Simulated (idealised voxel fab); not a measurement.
process module | voxel gate over fins
cross-section cut | 295 nm wide | cells 5 nm
A cross-section is a grid of square cells, given in bands from the top down. A band is one or more rows of cells.
Each band's line starts with the height of the band's top and of its bottom, in nm. Then come its materials from left to right, each with its width in nm. One material with "throughout" fills the band from edge to edge. "air" is empty space.
Height 0 is the level under which the wafer as received is all one material. The lowest band goes on downwards, as in "0 down".
A width such as "30 to 40" changes by the same amount from each row of cells to the next, from the band's top row to its bottom row.
"no change" after a step means that no cell of the cross-section changed.
closed voids: empty space of 8 cells or more with no open way to the top, each as width x height at its distance from the left edge, in nm
after a step's settings: what the simulator itself notes on the step
overlay nm, on a step with a mask: how far to the right of its planned place the mask lay; to the left if negative
plan
1 op RECEIVE | material Si
2 op CONFORMAL_DEP | material SiN | thk nm 10
3 op DIRECTIONAL_DEP | material aC | thk nm 15
4 op PATTERN | tone cover | mask id FINS | material resist | width nm 15 | pitch nm 35 | thk nm 35 | overlay nm 0
5 op DIRECTIONAL_ETCH | etch materials aC | depth nm 15
6 op STRIP | etch materials resist
7 op DIRECTIONAL_ETCH | etch materials SiN | depth nm 10
8 op DIRECTIONAL_ETCH | etch materials Si | depth nm 40
9 op STRIP | etch materials aC
10 op FILL_DEP | material SiO2 | thk nm 10
11 op CMP | height nm 10
12 op SELECTIVE_ETCH | etch materials SiO2 | depth nm 20
13 op STRIP | etch materials SiN
14 op CONFORMAL_DEP | material HfO2 | thk nm 5
15 op CONFORMAL_DEP | material TiN | thk nm 5
16 op CONFORMAL_DEP | material TiAl | thk nm 5
17 op CONFORMAL_DEP | material TiN | thk nm 5
18 op FILL_DEP | material W | thk nm 15
19 op CMP | height nm 30
20 op CONFORMAL_DEP | material SiCN | thk nm 5
as received, after step 1
  0 down: Si throughout
  closed voids: none
first wafer at the end, as planned
  35 to 30: SiCN throughout
  30 to 20: W throughout
  20 to 15: W 100 | TiN 90 | W 105
  15 to 10: W 100 | TiN 5 | TiAl 80 | TiN 5 | W 105
  10 to 5: TiN 105 | TiAl 5 | TiN 70 | TiAl 5 | TiN 110
  5 to 0: TiAl 110 | TiN 5 | HfO2 25 | TiN 10 | HfO2 25 | TiN 5 | TiAl 115
  0 to -5: TiN 115 | HfO2 5 | Si 15 | HfO2 5 | TiN 10 | HfO2 5 | Si 15 | HfO2 5 | TiN 120
  -5 to -10: HfO2 120 | Si 15 | HfO2 20 | Si 15 | HfO2 125
  -10 to -40: SiO2 120 | Si 15 | SiO2 20 | Si 15 | SiO2 125
  -40 down: Si throughout
  closed voids: none
second wafer at the end: like start, like plan, one mistake
  35 to 30: SiCN throughout
  30 to 20: W throughout
  20 to 15: W 100 | TiN 90 | W 105
  15 to 10: W 100 | TiN 5 | TiAl 80 | TiN 5 | W 105
  10 to 5: TiN 105 | TiAl 5 | TiN 70 | TiAl 5 | TiN 110
  5 to 0: TiAl 110 | TiN 5 | aC 25 | TiN 10 | aC 25 | TiN 5 | TiAl 115
  0 to -5: TiN 115 | aC 5 | Si 15 | aC 5 | TiN 10 | aC 5 | Si 15 | aC 5 | TiN 120
  -5 to -10: aC 120 | Si 15 | aC 20 | Si 15 | aC 125
  -10 to -40: SiO2 120 | Si 15 | SiO2 20 | Si 15 | SiO2 125
  -40 down: Si throughout
  closed voids: none
what went wrong: step 14 ran as: op CONFORMAL_DEP | material aC | thk nm 5
at the end the second wafer has, in cells: 67 fewer of HfO2 | 67 more of aC
